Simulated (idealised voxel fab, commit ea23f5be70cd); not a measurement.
Module name: voxel capacitor over wiring (process module)
Section shown: cut. Width: 255 nm. Cell size: 5 nm, square.
Throughout this document, each cross-section is represented as a grid of square cells and is presented as a sequence of bands enumerated from the top downward, where a band comprises one or more rows of cells.
Quick guide to a band line: top height, bottom height (nm) up front; then every material left to right with its width in nm. Only one material and it's marked "full width"? Then it fills the band edge to edge. And "air" just means empty space.
Basically, 0 is our baseline, since under it the wafer straight out of the box is all one material. The bottom band has no lower end and keeps on going down, so it looks like "0 and below".
It should be noted that a width expressed as "30 to 40" varies in equal increments from row to row of cells within the band, taking the value of the first number at the top row and that of the second number at the bottom row.
No cell of the cross-section changed in a step that is given as "no modifications".
Heads up: "Sealed void list" only lists the empty pockets with no open path to the top that are 8 cells or more, and it writes them as width x height at distance, distance from the left edge, in nm.
Anything after a step's settings on that line? It's the simulator's own note about the step.
When a step includes a mask, the "overlay nm" setting on its line states how far to the right of its planned place that mask lay, and negative values state how far to the left.
Set out below are the planned steps of the process:
1) RECEIVE [material Si]
2) CONFORMAL_DEP [material SiO2] [thk nm 15]
3) DIRECTIONAL_DEP [material TiN] [thk nm 5]
4) DIRECTIONAL_DEP [material W] [thk nm 20]
5) MASKED_ETCH [tone cover] [mask id METAL_1] [width nm 15] [pitch nm 85] [etch materials W] [depth nm 20] [overlay nm 0]
6) MASKED_ETCH [tone cover] [mask id METAL_1] [width nm 20] [pitch nm 85] [etch materials TiN] [depth nm 5] [overlay nm 0]
7) FILL_DEP [material lowk] [thk nm 5]
8) CMP [height nm 40]
9) CONFORMAL_DEP [material SiCN] [thk nm 5]
10) DIRECTIONAL_DEP [material lowk] [thk nm 10]
11) DIRECTIONAL_DEP [material aC] [thk nm 10]
12) PATTERN [tone open] [mask id PLUG_1] [material resist] [width nm 15] [thk nm 30] [overlay nm 0]
13) DIRECTIONAL_ETCH [etch materials aC] [depth nm 10]
14) STRIP [etch materials resist]
15) DIRECTIONAL_ETCH [etch materials lowk] [depth nm 10]
16) DIRECTIONAL_ETCH [etch materials SiCN] [depth nm 5]
17) STRIP [etch materials aC]
18) EPI [material Ru] [thk nm 10]
19) EPI [material Ru] [thk nm 5]
20) DIRECTIONAL_DEP [material TiN] [thk nm 10]
21) DIRECTIONAL_DEP [material Al2O3] [thk nm 5]
22) DIRECTIONAL_DEP [material TiN] [thk nm 5]
23) DIRECTIONAL_DEP [material aC] [thk nm 10]
24) PATTERN [tone cover] [mask id UPPER_PLATE] [material resist] [width nm 70] [thk nm 25] [overlay nm 0]
25) DIRECTIONAL_ETCH [etch materials aC] [depth nm 10]
26) STRIP [etch materials resist]
27) DIRECTIONAL_ETCH [etch materials TiN] [depth nm 5]
28) DIRECTIONAL_ETCH [etch materials Al2O3] [depth nm 5]
29) STRIP [etch materials aC]
30) DIRECTIONAL_DEP [material aC] [thk nm 15]
31) PATTERN [tone cover] [mask id LOWER_PLATE] [material resist] [width nm 80] [thk nm 35] [overlay nm 0]
32) DIRECTIONAL_ETCH [etch materials aC] [depth nm 15]
33) STRIP [etch materials resist]
34) DIRECTIONAL_ETCH [etch materials TiN] [depth nm 10]
35) STRIP [etch materials aC]
36) FILL_DEP [material SiO2] [thk nm 15]
37) CMP [height nm 85]
38) MASKED_ETCH [tone open] [mask id PLUG_2] [width nm 15] [etch materials SiO2] [depth nm 10] [overlay nm 0]
39) CONFORMAL_DEP [material TiN] [thk nm 5]
40) FILL_DEP [material W] [thk nm 5]
41) CMP [height nm 85]
42) CONFORMAL_DEP [material SiN] [thk nm 5]
For clarity, it should be stated that the wafers under discussion commence in an identical condition and differ with respect to the width nm of step 5, the plan indicating the value that the first wafer had.
Cross-section of the first incoming wafer of several, state after step 1:
  0 and below: Si full width
  Sealed void list: none
Gained (+) or lost (-) cells of each material since receipt, then closed voids: one row per wafer, at the end of the module:
width nm 15 | +14 Al2O3 | +9 Ru | +48 SiCN | +51 SiN | +393 SiO2 | +59 TiN | +25 W | +319 lowk | Sealed void list: none
width nm 20 | +14 Al2O3 | +9 Ru | +48 SiCN | +51 SiN | +393 SiO2 | +59 TiN | +33 W | +311 lowk | Sealed void list: none
width nm 25 | +14 Al2O3 | +9 Ru | +48 SiCN | +51 SiN | +393 SiO2 | +61 TiN | +41 W | +301 lowk | Sealed void list: none
width nm 30 | +14 Al2O3 | +9 Ru | +48 SiCN | +51 SiN | +393 SiO2 | +63 TiN | +49 W | +291 lowk | Sealed void list: none
width nm 35 | +14 Al2O3 | +9 Ru | +48 SiCN | +51 SiN | +393 SiO2 | +65 TiN | +57 W | +281 lowk | Sealed void list: none
